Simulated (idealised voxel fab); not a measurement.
Process module in this document: voxel wiring stack
The cross-section on display is named cut; it measures 265 nm wide, and its cells are 5 nm squares.
If you're reading a cross-section in this doc, picture square cells in a grid; it comes to you as bands, top ones listed first down to the bottom, and a band can be one or more rows of cells.
A band entry consists of two parts. The first gives the height of the band's top and the height of its bottom, in nm. The rest lists the band's materials from left to right, each with its width in nm. A single material labelled with the word "throughout" fills the band from edge to edge, and the word "empty" marks empty space.
The level at which height equals 0 is the one under which the wafer, as it arrives, is entirely one material. No lower edge exists for the bottom band, which continues downward and is notated as in "z 0 and below".
A width given as "30 to 40" starts at the first number in the band's top row and ends at the second number in its bottom row, shifting by an equal amount at every step from row to row.
Reading "left unchanged" for a step: not a cell of the cross-section changed in it.
Empty spaces counting at least 8 cells and having no open way to the top are listed in "Sealed void list". The notation width x height at distance is used for each, the distance being from the left edge and all three values in nm.
Note: text after step settings on the step line = simulator remark on that step.
What "overlay nm" on a step's line means: if the step has a mask, that mask lay this far to the right of its planned place, or, when the value is negative, to the left.
Read each pair as before and after one process step. The after cross-section shows only down to the lowest band that changed. The step between them and its settings are given below the pair. Pairs can come from different runs of this module on the same starting wafer. A pair continues from the pair above only where its "Incoming profile" entry says so.
Incoming profile:
* z 145 to 140 | SiCN throughout
* z 140 to 110 | SiO2 throughout
* z 110 to 100 | SiO2 (50) / TiN (5) / Cu (15) / TiN (5) / SiO2 (20) / TiN (5) / Cu (15) / TiN (5) / SiO2 (20) / TiN (5) / Cu (15) / TiN (5) / SiO2 (20) / TiN (5) / Cu (15) / TiN (5) / SiO2 (55)
* z 100 to 95 | SiO2 (50) / TiN (5) / Cu (5) / TiN (15) / SiO2 (20) / TiN (5) / Cu (5) / TiN (15) / SiO2 (20) / TiN (5) / Cu (5) / TiN (15) / SiO2 (20) / TiN (5) / Cu (5) / TiN (15) / SiO2 (55)
* z 95 to 85 | SiO2 (50) / TiN (5) / Cu (5) / TiN (5) / SiO2 (30) / TiN (5) / Cu (5) / TiN (5) / SiO2 (30) / TiN (5) / Cu (5) / TiN (5) / SiO2 (30) / TiN (5) / Cu (5) / TiN (5) / SiO2 (65)
* z 85 to 80 | SiCN (50) / TiN (15) / SiCN (30) / TiN (15) / SiCN (30) / TiN (15) / SiCN (30) / TiN (15) / SiCN (65)
* z 80 to 60 | SiO2 (50) / TiN (5) / Cu (15) / TiN (5) / SiO2 (20) / TiN (5) / Cu (15) / TiN (5) / SiO2 (20) / TiN (5) / Cu (15) / TiN (5) / SiO2 (20) / TiN (5) / Cu (15) / TiN (5) / SiO2 (55)
* z 60 to 55 | SiN (50) / TiN (25) / SiN (20) / TiN (25) / SiN (20) / TiN (25) / SiN (20) / TiN (25) / SiN (55)
* z 55 to 45 | SiO2 (50) / Ru (15) / SiO2 (75) / Ru (15) / SiO2 (110)
* z 45 to 40 | SiCN (50) / Ru (15) / SiCN (75) / Ru (15) / SiCN (110)
* z 40 to 35 | SiCN (45) / Ru (35) / SiCN (10) / Ru (35) / SiCN (10) / Ru (35) / SiCN (10) / Ru (35) / SiCN (50)
* z 35 to 20 | lowk (50) / TiN (5) / Cu (15) / TiN (5) / lowk (20) / TiN (5) / Cu (15) / TiN (5) / lowk (20) / TiN (5) / Cu (15) / TiN (5) / lowk (20) / TiN (5) / Cu (15) / TiN (5) / lowk (55)
* z 20 to 15 | SiN (50) / TiN (25) / SiN (20) / TiN (25) / SiN (20) / TiN (25) / SiN (20) / TiN (25) / SiN (55)
* z 15 to 0 | SiO2 throughout
* z 0 and below | Si throughout
* Sealed void list: none
Resulting Structure:
* z 155 to 145 | aC throughout
* For the remainder of the cross-section, below 145, there is no change.
* Sealed void list: none
Step, before to after (see cross-sections above): DIRECTIONAL_DEP with material aC, thk nm 10
Incoming profile: Please consult the pair immediately above; the cross-section it shows after its step is the state before this step.
Resulting Structure:
* z 180 to 155 | resist (50) / empty (15) / resist (75) / empty (15) / resist (110)
* For the remainder of the cross-section, below 155, there is no change.
* Sealed void list: none
Step, before to after (see cross-sections above): PATTERN with tone open, mask id METAL_4_HOLES, material resist, width nm 15, pitch nm 90, thk nm 25, overlay nm 0
Incoming profile: Please consult the pair immediately above; the cross-section it shows after its step is the state before this step.
Resulting Structure:
* z 170 to 155 | resist (50) / empty (15) / resist (75) / empty (15) / resist (110)
* z 155 to 145 | aC (50) / empty (15) / aC (75) / empty (15) / aC (110)
* For the remainder of the cross-section, below 145, there is no change.
* Sealed void list: none
Step, before to after (see cross-sections above): DIRECTIONAL_ETCH with etch materials aC, depth nm 10
Incoming profile: Please consult the pair immediately above; the cross-section it shows after its step is the state before this step.
Resulting Structure:
* z 155 to 145 | aC (50) / empty (15) / aC (75) / empty (15) / aC (110)
* For the remainder of the cross-section, below 145, there is no change.
* Sealed void list: none
Step, before to after (see cross-sections above): STRIP with etch materials resist
Incoming profile: Please consult the pair immediately above; the cross-section it shows after its step is the state before this step.
Resulting Structure:
* z 145 to 140 | SiCN throughout
* For the remainder of the cross-section, below 140, there is no change.
* Sealed void list: none
Step, before to after (see cross-sections above): STRIP with etch materials aC
Incoming profile: Please consult the pair immediately above; the cross-section it shows after its step is the state before this step.
Resulting Structure:
* z 145 to 140 | SiCN (50) / empty (25) / SiCN (20) / empty (25) / SiCN (20) / empty (25) / SiCN (20) / empty (25) / SiCN (55)
* For the remainder of the cross-section, below 140, there is no change.
* Sealed void list: none
Step, before to after (see cross-sections above): MASKED_ETCH with tone open, mask id METAL_4, width nm 25, pitch nm 45, etch materials SiCN, depth nm 5, overlay nm 0
Incoming profile: Please consult the pair immediately above; the cross-section it shows after its step is the state before this step.
Resulting Structure:
* z 150 to 145 | TiN (55) / empty (15) / TiN (30) / empty (15) / TiN (30) / empty (15) / TiN (30) / empty (15) / TiN (60)
* z 145 to 140 | SiCN (50) / TiN (25) / SiCN (20) / TiN (25) / SiCN (20) / TiN (25) / SiCN (20) / TiN (25) / SiCN (55)
* For the remainder of the cross-section, below 140, there is no change.
* Sealed void list: none
Step, before to after (see cross-sections above): CONFORMAL_DEP with material TiN, thk nm 5
Incoming profile: Please consult the pair immediately above; the cross-section it shows after its step is the state before this step.
Resulting Structure:
* z 160 to 150 | Ru throughout
* z 150 to 145 | TiN (55) / Ru (15) / TiN (30) / Ru (15) / TiN (30) / Ru (15) / TiN (30) / Ru (15) / TiN (60)
* For the remainder of the cross-section, below 145, there is no change.
* Sealed void list: none
Step, before to after (see cross-sections above): FILL_DEP with material Ru, thk nm 10
Incoming profile: Please consult the pair immediately above; the cross-section it shows after its step is the state before this step.
Resulting Structure:
* z 145 to 140 | SiCN (50) / TiN (25) / SiCN (20) / TiN (25) / SiCN (20) / TiN (25) / SiCN (20) / TiN (25) / SiCN (55)
* For the remainder of the cross-section, below 140, there is no change.
* Sealed void list: none
Step, before to after (see cross-sections above): CMP with height nm 145
Incoming profile: Please consult the pair immediately above; the cross-section it shows after its step is the state before this step.
Resulting Structure:
* z 150 to 145 | SiCN throughout
* For the remainder of the cross-section, below 145, there is no change.
* Sealed void list: none
Step, before to after (see cross-sections above): CONFORMAL_DEP with material SiCN, thk nm 5
Incoming profile:
* z 125 to 115 | Cu throughout
* z 115 to 110 | TiN (55) / Cu (15) / TiN (30) / Cu (15) / TiN (30) / Cu (15) / TiN (30) / Cu (15) / TiN (60)
* z 110 to 100 | SiO2 (50) / TiN (5) / Cu (15) / TiN (5) / SiO2 (20) / TiN (5) / Cu (15) / TiN (5) / SiO2 (20) / TiN (5) / Cu (15) / TiN (5) / SiO2 (20) / TiN (5) / Cu (15) / TiN (5) / SiO2 (55)
* z 100 to 95 | SiO2 (50) / TiN (5) / Cu (5) / TiN (15) / SiO2 (20) / TiN (5) / Cu (5) / TiN (15) / SiO2 (20) / TiN (5) / Cu (5) / TiN (15) / SiO2 (20) / TiN (5) / Cu (5) / TiN (15) / SiO2 (55)
* z 95 to 85 | SiO2 (50) / TiN (5) / Cu (5) / TiN (5) / SiO2 (30) / TiN (5) / Cu (5) / TiN (5) / SiO2 (30) / TiN (5) / Cu (5) / TiN (5) / SiO2 (30) / TiN (5) / Cu (5) / TiN (5) / SiO2 (65)
* z 85 to 80 | SiCN (50) / TiN (15) / SiCN (30) / TiN (15) / SiCN (30) / TiN (15) / SiCN (30) / TiN (15) / SiCN (65)
* z 80 to 60 | SiO2 (50) / TiN (5) / Cu (15) / TiN (5) / SiO2 (20) / TiN (5) / Cu (15) / TiN (5) / SiO2 (20) / TiN (5) / Cu (15) / TiN (5) / SiO2 (20) / TiN (5) / Cu (15) / TiN (5) / SiO2 (55)
* z 60 to 55 | SiN (50) / TiN (25) / SiN (20) / TiN (25) / SiN (20) / TiN (25) / SiN (20) / TiN (25) / SiN (55)
* z 55 to 45 | SiO2 (50) / Ru (15) / SiO2 (75) / Ru (15) / SiO2 (110)
* z 45 to 40 | SiCN (50) / Ru (15) / SiCN (75) / Ru (15) / SiCN (110)
* z 40 to 35 | SiCN (45) / Ru (35) / SiCN (10) / Ru (35) / SiCN (10) / Ru (35) / SiCN (10) / Ru (35) / SiCN (50)
* z 35 to 20 | lowk (50) / TiN (5) / Cu (15) / TiN (5) / lowk (20) / TiN (5) / Cu (15) / TiN (5) / lowk (20) / TiN (5) / Cu (15) / TiN (5) / lowk (20) / TiN (5) / Cu (15) / TiN (5) / lowk (55)
* z 20 to 15 | SiN (50) / TiN (25) / SiN (20) / TiN (25) / SiN (20) / TiN (25) / SiN (20) / TiN (25) / SiN (55)
* z 15 to 0 | SiO2 throughout
* z 0 and below | Si throughout
* Sealed void list: none
Resulting Structure:
* z 105 to 95 | SiO2 (50) / TiN (5) / Cu (15 to 5) / TiN (5 to 15) / SiO2 (20) / TiN (5) / Cu (15 to 5) / TiN (5 to 15) / SiO2 (20) / TiN (5) / Cu (15 to 5) / TiN (5 to 15) / SiO2 (20) / TiN (5) / Cu (15 to 5) / TiN (5 to 15) / SiO2 (55)
* For the remainder of the cross-section, below 95, there is no change.
* Sealed void list: none
Step, before to after (see cross-sections above): CMP with height nm 105
Incoming profile: Please consult the pair immediately above; the cross-section it shows after its step is the state before this step.
Resulting Structure:
* z 110 to 105 | SiCN throughout
* For the remainder of the cross-section, below 105, there is no change.
* Sealed void list: none
Step, before to after (see cross-sections above): CONFORMAL_DEP with material SiCN, thk nm 5
Incoming profile: Please consult the pair immediately above; the cross-section it shows after its step is the state before this step.
Resulting Structure:
* z 140 to 110 | SiO2 throughout
* For the remainder of the cross-section, below 110, there is no change.
* Sealed void list: none
Step, before to after (see cross-sections above): DIRECTIONAL_DEP with material SiO2, thk nm 30
Incoming profile: Please consult the pair immediately above; the cross-section it shows after its step is the state before this step.
Resulting Structure:
* z 150 to 140 | aC throughout
* For the remainder of the cross-section, below 140, there is no change.
* Sealed void list: none
Step, before to after (see cross-sections above): DIRECTIONAL_DEP with material aC, thk nm 10
Incoming profile: Please consult the pair immediately above; the cross-section it shows after its step is the state before this step.
Resulting Structure:
* z 175 to 150 | resist (50) / empty (15) / resist (75) / empty (15) / resist (110)
* For the remainder of the cross-section, below 150, there is no change.
* Sealed void list: none
Step, before to after (see cross-sections above): PATTERN with tone open, mask id METAL_4_HOLES, material resist, width nm 15, pitch nm 90, thk nm 25, overlay nm 0
Incoming profile: Please consult the pair immediately above; the cross-section it shows after its step is the state before this step.
Resulting Structure:
* z 165 to 150 | resist (50) / empty (15) / resist (75) / empty (15) / resist (110)
* z 150 to 140 | aC (50) / empty (15) / aC (75) / empty (15) / aC (110)
* For the remainder of the cross-section, below 140, there is no change.
* Sealed void list: none
Step, before to after (see cross-sections above): DIRECTIONAL_ETCH with etch materials aC, depth nm 10
Incoming profile: Please consult the pair immediately above; the cross-section it shows after its step is the state before this step.
Resulting Structure:
* z 150 to 140 | aC (50) / empty (15) / aC (75) / empty (15) / aC (110)
* For the remainder of the cross-section, below 140, there is no change.
* Sealed void list: none
Step, before to after (see cross-sections above): STRIP with etch materials resist
Incoming profile: Please consult the pair immediately above; the cross-section it shows after its step is the state before this step.
Resulting Structure:
* z 150 to 140 | aC (50) / empty (15) / aC (75) / empty (15) / aC (110)
* z 140 to 110 | SiO2 (50) / empty (15) / SiO2 (75) / empty (15) / SiO2 (110)
* For the remainder of the cross-section, below 110, there is no change.
* Sealed void list: none
Step, before to after (see cross-sections above): DIRECTIONAL_ETCH with etch materials SiO2, depth nm 30
Incoming profile: Please consult the pair immediately above; the cross-section it shows after its step is the state before this step.
Resulting Structure:
* z 140 to 110 | SiO2 (50) / empty (15) / SiO2 (75) / empty (15) / SiO2 (110)
* For the remainder of the cross-section, below 110, there is no change.
* Sealed void list: none
Step, before to after (see cross-sections above): STRIP with etch materials aC
Incoming profile: Please consult the pair immediately above; the cross-section it shows after its step is the state before this step.
Resulting Structure:
* z 140 to 120 | SiO2 (50) / empty (25) / SiO2 (20) / empty (25) / SiO2 (20) / empty (25) / SiO2 (20) / empty (25) / SiO2 (55)
* For the remainder of the cross-section, below 120, there is no change.
* Sealed void list: none
Step, before to after (see cross-sections above): MASKED_ETCH with tone open, mask id METAL_4, width nm 25, pitch nm 45, etch materials SiO2, depth nm 20, overlay nm 0
Incoming profile: Please consult the pair immediately above; the cross-section it shows after its step is the state before this step.
Resulting Structure:
* z 140 to 120 | SiO2 (50) / empty (25) / SiO2 (20) / empty (25) / SiO2 (20) / empty (25) / SiO2 (20) / empty (25) / SiO2 (55)
* z 120 to 110 | SiO2 (50) / empty (15) / SiO2 (75) / empty (15) / SiO2 (110)
* z 110 to 105 | SiCN (50) / empty (15) / SiCN (75) / empty (15) / SiCN (110)
* For the remainder of the cross-section, below 105, there is no change.
* Sealed void list: none
Step, before to after (see cross-sections above): MASKED_ETCH with tone open, mask id METAL_4, width nm 25, pitch nm 45, etch materials SiCN, depth nm 5, overlay nm 0
Incoming profile: Please consult the pair immediately above; the cross-section it shows after its step is the state before this step.
Resulting Structure:
* z 145 to 140 | TiN (55) / empty (15) / TiN (30) / empty (15) / TiN (30) / empty (15) / TiN (30) / empty (15) / TiN (60)
* z 140 to 125 | SiO2 (50) / TiN (5) / empty (15) / TiN (5) / SiO2 (20) / TiN (5) / empty (15) / TiN (5) / SiO2 (20) / TiN (5) / empty (15) / TiN (5) / SiO2 (20) / TiN (5) / empty (15) / TiN (5) / SiO2 (55)
* z 125 to 120 | SiO2 (50) / TiN (5) / empty (5) / TiN (15) / SiO2 (20) / TiN (25) / SiO2 (20) / TiN (5) / empty (5) / TiN (15) / SiO2 (20) / TiN (25) / SiO2 (55)
* z 120 to 110 | SiO2 (50) / TiN (5) / empty (5) / TiN (5) / SiO2 (75) / TiN (5) / empty (5) / TiN (5) / SiO2 (110)
* z 110 to 105 | SiCN (50) / TiN (15) / SiCN (75) / TiN (15) / SiCN (110)
* For the remainder of the cross-section, below 105, there is no change.
* Sealed void list: none
Step, before to after (see cross-sections above): CONFORMAL_DEP with material TiN, thk nm 5
Incoming profile: Please consult the pair immediately above; the cross-section it shows after its step is the state before this step.
Resulting Structure:
* z 155 to 145 | Ru throughout
* z 145 to 140 | TiN (55) / Ru (15) / TiN (30) / Ru (15) / TiN (30) / Ru (15) / TiN (30) / Ru (15) / TiN (60)
* z 140 to 125 | SiO2 (50) / TiN (5) / Ru (15) / TiN (5) / SiO2 (20) / TiN (5) / Ru (15) / TiN (5) / SiO2 (20) / TiN (5) / Ru (15) / TiN (5) / SiO2 (20) / TiN (5) / Ru (15) / TiN (5) / SiO2 (55)
* z 125 to 120 | SiO2 (50) / TiN (5) / Ru (5) / TiN (15) / SiO2 (20) / TiN (25) / SiO2 (20) / TiN (5) / Ru (5) / TiN (15) / SiO2 (20) / TiN (25) / SiO2 (55)
* z 120 to 110 | SiO2 (50) / TiN (5) / Ru (5) / TiN (5) / SiO2 (75) / TiN (5) / Ru (5) / TiN (5) / SiO2 (110)
* For the remainder of the cross-section, below 110, there is no change.
* Sealed void list: none
Step, before to after (see cross-sections above): FILL_DEP with material Ru, thk nm 10
Incoming profile: Please consult the pair immediately above; the cross-section it shows after its step is the state before this step.
Resulting Structure:
* z 145 to 140 | TiN (55) / Ru (15) / TiN (30) / Ru (15) / TiN (30) / Ru (15) / TiN (30) / Ru (15) / TiN (60)
* For the remainder of the cross-section, below 140, there is no change.
* Sealed void list: none
Step, before to after (see cross-sections above): CMP with height nm 145
Incoming profile: Please consult the pair immediately above; the cross-section it shows after its step is the state before this step.
Resulting Structure:
* z 150 to 145 | SiCN throughout
* For the remainder of the cross-section, below 145, there is no change.
* Sealed void list: none
Step, before to after (see cross-sections above): CONFORMAL_DEP with material SiCN, thk nm 5
Incoming profile:
* z 120 to 110 | aC throughout
* z 110 to 85 | SiO2 throughout
* z 85 to 80 | SiCN throughout
* z 80 to 60 | SiO2 (50) / TiN (5) / Cu (15) / TiN (5) / SiO2 (20) / TiN (5) / Cu (15) / TiN (5) / SiO2 (20) / TiN (5) / Cu (15) / TiN (5) / SiO2 (20) / TiN (5) / Cu (15) / TiN (5) / SiO2 (55)
* z 60 to 55 | SiN (50) / TiN (25) / SiN (20) / TiN (25) / SiN (20) / TiN (25) / SiN (20) / TiN (25) / SiN (55)
* z 55 to 45 | SiO2 (50) / Ru (15) / SiO2 (75) / Ru (15) / SiO2 (110)
* z 45 to 40 | SiCN (50) / Ru (15) / SiCN (75) / Ru (15) / SiCN (110)
* z 40 to 35 | SiCN (45) / Ru (35) / SiCN (10) / Ru (35) / SiCN (10) / Ru (35) / SiCN (10) / Ru (35) / SiCN (50)
* z 35 to 20 | lowk (50) / TiN (5) / Cu (15) / TiN (5) / lowk (20) / TiN (5) / Cu (15) / TiN (5) / lowk (20) / TiN (5) / Cu (15) / TiN (5) / lowk (20) / TiN (5) / Cu (15) / TiN (5) / lowk (55)
* z 20 to 15 | SiN (50) / TiN (25) / SiN (20) / TiN (25) / SiN (20) / TiN (25) / SiN (20) / TiN (25) / SiN (55)
* z 15 to 0 | SiO2 throughout
* z 0 and below | Si throughout
* Sealed void list: none
Resulting Structure:
* z 150 to 120 | resist (55) / empty (15) / resist (30) / empty (15) / resist (30) / empty (15) / resist (30) / empty (15) / resist (60)
* For the remainder of the cross-section, below 120, there is no change.
* Sealed void list: none
Step, before to after (see cross-sections above): PATTERN with tone open, mask id METAL_3, material resist, width nm 15, pitch nm 45, thk nm 30, overlay nm 0
Incoming profile: Please consult the pair immediately above; the cross-section it shows after its step is the state before this step.
Resulting Structure:
* z 140 to 120 | resist (55) / empty (15) / resist (30) / empty (15) / resist (30) / empty (15) / resist (30) / empty (15) / resist (60)
* z 120 to 110 | aC (55) / empty (15) / aC (30) / empty (15) / aC (30) / empty (15) / aC (30) / empty (15) / aC (60)
* For the remainder of the cross-section, below 110, there is no change.
* Sealed void list: none
Step, before to after (see cross-sections above): DIRECTIONAL_ETCH with etch materials aC, depth nm 10
Incoming profile: Please consult the pair immediately above; the cross-section it shows after its step is the state before this step.
Resulting Structure:
* z 120 to 110 | aC (55) / empty (15) / aC (30) / empty (15) / aC (30) / empty (15) / aC (30) / empty (15) / aC (60)
* For the remainder of the cross-section, below 110, there is no change.
* Sealed void list: none
Step, before to after (see cross-sections above): STRIP with etch materials resist
Incoming profile: Please consult the pair immediately above; the cross-section it shows after its step is the state before this step.
Resulting Structure:
* z 120 to 110 | aC (55) / empty (15) / aC (30) / empty (15) / aC (30) / empty (15) / aC (30) / empty (15) / aC (60)
* z 110 to 95 | SiO2 (55) / empty (15) / SiO2 (30) / empty (15) / SiO2 (30) / empty (15) / SiO2 (30) / empty (15) / SiO2 (60)
* For the remainder of the cross-section, below 95, there is no change.
* Sealed void list: none
Step, before to after (see cross-sections above): DIRECTIONAL_ETCH with etch materials SiO2, depth nm 15
Incoming profile: Please consult the pair immediately above; the cross-section it shows after its step is the state before this step.
Resulting Structure:
* z 110 to 95 | SiO2 (55) / empty (15) / SiO2 (30) / empty (15) / SiO2 (30) / empty (15) / SiO2 (30) / empty (15) / SiO2 (60)
* For the remainder of the cross-section, below 95, there is no change.
* Sealed void list: none
Step, before to after (see cross-sections above): STRIP with etch materials aC
Incoming profile: Please consult the pair immediately above; the cross-section it shows after its step is the state before this step.
Resulting Structure:
* z 120 to 110 | aC (55) / empty (15) / aC (30) / empty (15) / aC (30) / empty (15) / aC (30) / empty (15) / aC (60)
* z 110 to 105 | SiO2 (55) / empty (15) / SiO2 (30) / empty (15) / SiO2 (30) / empty (15) / SiO2 (30) / empty (15) / SiO2 (60)
* z 105 to 95 | SiO2 (55) / aC (15) / SiO2 (30) / aC (15) / SiO2 (30) / aC (15) / SiO2 (30) / aC (15) / SiO2 (60)
* For the remainder of the cross-section, below 95, there is no change.
* Sealed void list: none
Step, before to after (see cross-sections above): DIRECTIONAL_DEP with material aC, thk nm 10
Incoming profile: Please consult the pair immediately above; the cross-section it shows after its step is the state before this step.
Resulting Structure:
* z 150 to 120 | resist (50) / empty (15) / resist (30) / empty (15) / resist (30) / empty (15) / resist (30) / empty (15) / resist (65)
* z 120 to 110 | aC (55) / empty (10) / resist (5) / aC (30) / empty (10) / resist (5) / aC (30) / empty (10) / resist (5) / aC (30) / empty (10) / resist (5) / aC (60)
* z 110 to 105 | SiO2 (55) / empty (10) / resist (5) / SiO2 (30) / empty (10) / resist (5) / SiO2 (30) / empty (10) / resist (5) / SiO2 (30) / empty (10) / resist (5) / SiO2 (60)
* For the remainder of the cross-section, below 105, there is no change.
* Sealed void list: none
Step, before to after (see cross-sections above): PATTERN with tone open, mask id METAL_3_HOLES, material resist, width nm 15, pitch nm 45, thk nm 30, overlay nm 0
Incoming profile: Please consult the pair immediately above; the cross-section it shows after its step is the state before this step.
Resulting Structure:
* z 140 to 120 | resist (50) / empty (15) / resist (30) / empty (15) / resist (30) / empty (15) / resist (30) / empty (15) / resist (65)
* z 120 to 110 | aC (50) / empty (15) / resist (5) / aC (25) / empty (15) / resist (5) / aC (25) / empty (15) / resist (5) / aC (25) / empty (15) / resist (5) / aC (60)
* z 110 to 105 | SiO2 (55) / empty (10) / resist (5) / SiO2 (30) / empty (10) / resist (5) / SiO2 (30) / empty (10) / resist (5) / SiO2 (30) / empty (10) / resist (5) / SiO2 (60)
* z 105 to 95 | SiO2 (55) / empty (10) / aC (5) / SiO2 (30) / empty (10) / aC (5) / SiO2 (30) / empty (10) / aC (5) / SiO2 (30) / empty (10) / aC (5) / SiO2 (60)
* For the remainder of the cross-section, below 95, there is no change.
* Sealed void list: none
Step, before to after (see cross-sections above): DIRECTIONAL_ETCH with etch materials aC, depth nm 10
Incoming profile: Please consult the pair immediately above; the cross-section it shows after its step is the state before this step.
Resulting Structure:
* z 120 to 110 | aC (50) / empty (20) / aC (25) / empty (20) / aC (25) / empty (20) / aC (25) / empty (20) / aC (60)
* z 110 to 105 | SiO2 (55) / empty (15) / SiO2 (30) / empty (15) / SiO2 (30) / empty (15) / SiO2 (30) / empty (15) / SiO2 (60)
* For the remainder of the cross-section, below 105, there is no change.
* Sealed void list: none
Step, before to after (see cross-sections above): STRIP with etch materials resist
Incoming profile: Please consult the pair immediately above; the cross-section it shows after its step is the state before this step.
Resulting Structure:
* z 120 to 110 | aC (50) / empty (20) / aC (25) / empty (20) / aC (25) / empty (20) / aC (25) / empty (20) / aC (60)
* z 110 to 105 | SiO2 (50) / empty (20) / SiO2 (25) / empty (20) / SiO2 (25) / empty (20) / SiO2 (25) / empty (20) / SiO2 (60)
* z 105 to 95 | SiO2 (50 to 55) / empty (15 to 10) / aC (5) / SiO2 (25 to 30) / empty (15 to 10) / aC (5) / SiO2 (25 to 30) / empty (15 to 10) / aC (5) / SiO2 (25 to 30) / empty (15 to 10) / aC (5) / SiO2 (60)
* z 95 to 85 | SiO2 (55) / empty (10) / SiO2 (35) / empty (10) / SiO2 (35) / empty (10) / SiO2 (35) / empty (10) / SiO2 (65)
* For the remainder of the cross-section, below 85, there is no change.
* Sealed void list: none
Step, before to after (see cross-sections above): DIRECTIONAL_ETCH with etch materials SiO2, depth nm 10
Incoming profile: Please consult the pair immediately above; the cross-section it shows after its step is the state before this step.
Resulting Structure:
* z 120 to 110 | aC (50) / empty (20) / aC (25) / empty (20) / aC (25) / empty (20) / aC (25) / empty (20) / aC (60)
* z 110 to 105 | SiO2 (50) / empty (20) / SiO2 (25) / empty (20) / SiO2 (25) / empty (20) / SiO2 (25) / empty (20) / SiO2 (60)
* z 105 to 95 | SiO2 (50 to 55) / empty (15 to 10) / aC (5) / SiO2 (25 to 30) / empty (15 to 10) / aC (5) / SiO2 (25 to 30) / empty (15 to 10) / aC (5) / SiO2 (25 to 30) / empty (15 to 10) / aC (5) / SiO2 (60)
* z 95 to 85 | SiO2 (55) / empty (10) / SiO2 (35) / empty (10) / SiO2 (35) / empty (10) / SiO2 (35) / empty (10) / SiO2 (65)
* z 85 to 80 | SiCN (55) / empty (10) / SiCN (35) / empty (10) / SiCN (35) / empty (10) / SiCN (35) / empty (10) / SiCN (65)
* For the remainder of the cross-section, below 80, there is no change.
* Sealed void list: none
Step, before to after (see cross-sections above): DIRECTIONAL_ETCH with etch materials SiCN, depth nm 5
Incoming profile: Please consult the pair immediately above; the cross-section it shows after its step is the state before this step.
Resulting Structure:
* z 110 to 100 | SiO2 (50) / empty (20) / SiO2 (25) / empty (20) / SiO2 (25) / empty (20) / SiO2 (25) / empty (20) / SiO2 (60)
* z 100 to 95 | SiO2 (55) / empty (15) / SiO2 (30) / empty (15) / SiO2 (30) / empty (15) / SiO2 (30) / empty (15) / SiO2 (60)
* For the remainder of the cross-section, below 95, there is no change.
* Sealed void list: none
Step, before to after (see cross-sections above): STRIP with etch materials aC
Incoming profile: Please consult the pair immediately above; the cross-section it shows after its step is the state before this step.
Resulting Structure:
* z 115 to 110 | TiN (55) / empty (10) / TiN (35) / empty (10) / TiN (35) / empty (10) / TiN (35) / empty (10) / TiN (65)
* z 110 to 100 | SiO2 (50) / TiN (5 to 10) / empty (10 to 5) / TiN (5) / SiO2 (25) / TiN (5 to 10) / empty (10 to 5) / TiN (5) / SiO2 (25) / TiN (5 to 10) / empty (10 to 5) / TiN (5) / SiO2 (25) / TiN (5 to 10) / empty (10 to 5) / TiN (5) / SiO2 (60)
* z 100 to 95 | SiO2 (55) / TiN (15) / SiO2 (30) / TiN (15) / SiO2 (30) / TiN (15) / SiO2 (30) / TiN (15) / SiO2 (60)
* z 95 to 85 | SiO2 (55) / TiN (10) / SiO2 (35) / TiN (10) / SiO2 (35) / TiN (10) / SiO2 (35) / TiN (10) / SiO2 (65)
* z 85 to 80 | SiCN (55) / TiN (10) / SiCN (35) / TiN (10) / SiCN (35) / TiN (10) / SiCN (35) / TiN (10) / SiCN (65)
* For the remainder of the cross-section, below 80, there is no change.
* Sealed void list: none
Step, before to after (see cross-sections above): CONFORMAL_DEP with material TiN, thk nm 5
Incoming profile: Please consult the pair immediately above; the cross-section it shows after its step is the state before this step.
Resulting Structure:
* z 125 to 115 | Cu throughout
* z 115 to 110 | TiN (55) / Cu (10) / TiN (35) / Cu (10) / TiN (35) / Cu (10) / TiN (35) / Cu (10) / TiN (65)
* z 110 to 100 | SiO2 (50) / TiN (5 to 10) / Cu (10 to 5) / TiN (5) / SiO2 (25) / TiN (5 to 10) / Cu (10 to 5) / TiN (5) / SiO2 (25) / TiN (5 to 10) / Cu (10 to 5) / TiN (5) / SiO2 (25) / TiN (5 to 10) / Cu (10 to 5) / TiN (5) / SiO2 (60)
* For the remainder of the cross-section, below 100, there is no change.
* Sealed void list: none
Step, before to after (see cross-sections above): FILL_DEP with material Cu, thk nm 10
Incoming profile: Please consult the pair immediately above; the cross-section it shows after its step is the state before this step.
Resulting Structure:
* z 110 to 100 | SiO2 (50) / TiN (5 to 10) / Cu (10 to 5) / TiN (5) / SiO2 (25) / TiN (5 to 10) / Cu (10 to 5) / TiN (5) / SiO2 (25) / TiN (5 to 10) / Cu (10 to 5) / TiN (5) / SiO2 (25) / TiN (5 to 10) / Cu (10 to 5) / TiN (5) / SiO2 (60)
* For the remainder of the cross-section, below 100, there is no change.
* Sealed void list: none
Step, before to after (see cross-sections above): CMP with height nm 110
Incoming profile: Please consult the pair immediately above; the cross-section it shows after its step is the state before this step.
Resulting Structure:
* z 115 to 110 | SiCN throughout
* For the remainder of the cross-section, below 110, there is no change.
* Sealed void list: none
Step, before to after (see cross-sections above): CONFORMAL_DEP with material SiCN, thk nm 5
Incoming profile: Please consult the pair immediately above; the cross-section it shows after its step is the state before this step.
Resulting Structure:
* z 145 to 115 | SiO2 throughout
* For the remainder of the cross-section, below 115, there is no change.
* Sealed void list: none
Step, before to after (see cross-sections above): DIRECTIONAL_DEP with material SiO2, thk nm 30
Incoming profile: Please consult the pair immediately above; the cross-section it shows after its step is the state before this step.
Resulting Structure:
* z 155 to 145 | aC throughout
* For the remainder of the cross-section, below 145, there is no change.
* Sealed void list: none
Step, before to after (see cross-sections above): DIRECTIONAL_DEP with material aC, thk nm 10
Incoming profile: Please consult the pair immediately above; the cross-section it shows after its step is the state before this step.
Resulting Structure:
* z 180 to 155 | resist (50) / empty (15) / resist (75) / empty (15) / resist (110)
* For the remainder of the cross-section, below 155, there is no change.
* Sealed void list: none
Step, before to after (see cross-sections above): PATTERN with tone open, mask id METAL_4_HOLES, material resist, width nm 15, pitch nm 90, thk nm 25, overlay nm 0
Incoming profile: Please consult the pair immediately above; the cross-section it shows after its step is the state before this step.
Resulting Structure:
* z 170 to 155 | resist (50) / empty (15) / resist (75) / empty (15) / resist (110)
* z 155 to 145 | aC (50) / empty (15) / aC (75) / empty (15) / aC (110)
* For the remainder of the cross-section, below 145, there is no change.
* Sealed void list: none
Step, before to after (see cross-sections above): DIRECTIONAL_ETCH with etch materials aC, depth nm 10
Incoming profile: Please consult the pair immediately above; the cross-section it shows after its step is the state before this step.
Resulting Structure:
* z 155 to 145 | aC (50) / empty (15) / aC (75) / empty (15) / aC (110)
* For the remainder of the cross-section, below 145, there is no change.
* Sealed void list: none
Step, before to after (see cross-sections above): STRIP with etch materials resist
Incoming profile: Please consult the pair immediately above; the cross-section it shows after its step is the state before this step.
Resulting Structure:
* z 155 to 145 | aC (50) / empty (15) / aC (75) / empty (15) / aC (110)
* z 145 to 115 | SiO2 (50) / empty (15) / SiO2 (75) / empty (15) / SiO2 (110)
* For the remainder of the cross-section, below 115, there is no change.
* Sealed void list: none
Step, before to after (see cross-sections above): DIRECTIONAL_ETCH with etch materials SiO2, depth nm 30
